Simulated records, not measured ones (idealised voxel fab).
Title: Process Module voxel self aligned contacts
Each square cell in cross-section cut measures 5 nm, and the section as a whole is 275 nm wide.
Cross-section, as written here: a square-cell grid given band by band from the top down, where a band holds one or more rows of cells. The entry gives the band's vertical extent as a top height and a bottom height in nm, then its horizontal make-up as materials from left to right, each with a width in nm. "air" stands for empty space; a single material marked "full width" fills the band edge to edge. Counting heights begins at 0, where everything beneath is, in the wafer as received, one material. The lowest band has no bottom; it goes on downwards, as "top 0, no bottom" shows. It should be noted that a width expressed as "30->40" varies in equal increments from row to row of cells within the band, taking the value of the first number at the top row and that of the second number at the bottom row. When a step is marked "no change", none of the cells in the cross-section changed during that step. Heads up: "Sealed internal cavities" only lists the empty pockets with no open path to the top that are 8 cells or more, and it writes them as width x height at distance, distance from the left edge, in nm. If you see something after the settings on a step's line, that's the simulator's own remark about that step. For masked steps, "overlay nm" on the step line gives how far right of plan the mask actually lay; a minus sign means it lay to the left.

# Process steps - plan
- 1: op RECEIVE | material Si
- 2: op OXIDIZE | depth nm 5
- 3: op DIRECTIONAL_DEP | material polySi | thk nm 25
- 4: op DIRECTIONAL_DEP | material SiN | thk nm 15
- 5: op DIRECTIONAL_DEP | material aC | thk nm 10
- 6: op PATTERN | tone cover | mask id GATE | material resist | width nm 35 | pitch nm 65 | thk nm 25 | overlay nm 0
- 7: op DIRECTIONAL_ETCH | etch materials aC | depth nm 10
- 8: op STRIP | etch materials resist
- 9: op DIRECTIONAL_ETCH | etch materials SiN | depth nm 15
- 10: op DIRECTIONAL_ETCH | etch materials polySi | depth nm 25
- 11: op STRIP | etch materials aC
- 12: op CONFORMAL_DEP | material SiN | thk nm 5
- 13: op DIRECTIONAL_ETCH | etch materials SiN | depth nm 5
- 14: op FILL_DEP | material SiO2 | thk nm 20
- 15: op CMP | height nm 50
- 16: op DIRECTIONAL_DEP | material aC | thk nm 15
- 17: op PATTERN | tone open | mask id CONTACT | material resist | width nm 50 | thk nm 35 | overlay nm 0
- 18: op DIRECTIONAL_ETCH | etch materials aC | depth nm 15
- 19: op STRIP | etch materials resist
- 20: op DIRECTIONAL_ETCH | etch materials SiO2 | depth nm 55
- 21: op STRIP | etch materials aC
- 22: op CONFORMAL_DEP | material TiN | thk nm 5
- 23: op FILL_DEP | material Ru | thk nm 5
- 24: op CMP | height nm 50
- 25: op CONFORMAL_DEP | material SiN | thk nm 5

# Cross-section: wafer on arrival = after step 1
top 0, no bottom: Si full width
Sealed internal cavities: none

# The plan above was carried out on the starting structure above with one mistake, and this cross-section shows the wafer at the end of the module
top 55, bottom 50: SiN full width
top 50, bottom 40: SiO2 110 / TiN 5->30 / Ru 40->10 / TiN 5->10 / SiO2 115
top 40, bottom 25: SiO2 90 / SiN 45 / TiN 5 / Ru 10 / TiN 5 / SiN 45 / SiO2 75
top 25, bottom 0: SiO2 90 / SiN 5 / polySi 35 / SiN 5 / TiN 5 / Ru 10 / TiN 5 / SiN 5 / polySi 35 / SiN 5 / SiO2 75
top 0, bottom -5: SiO2 135 / TiN 20 / SiO2 120
top -5, no bottom: Si full width
Sealed internal cavities: none
Misprocessing identified: step 6 was run on a setting that differed from the plan, and what really ran there is op PATTERN | tone cover | mask id GATE | material resist | width nm 35 | pitch nm 65 | thk nm 25 | overlay nm 10
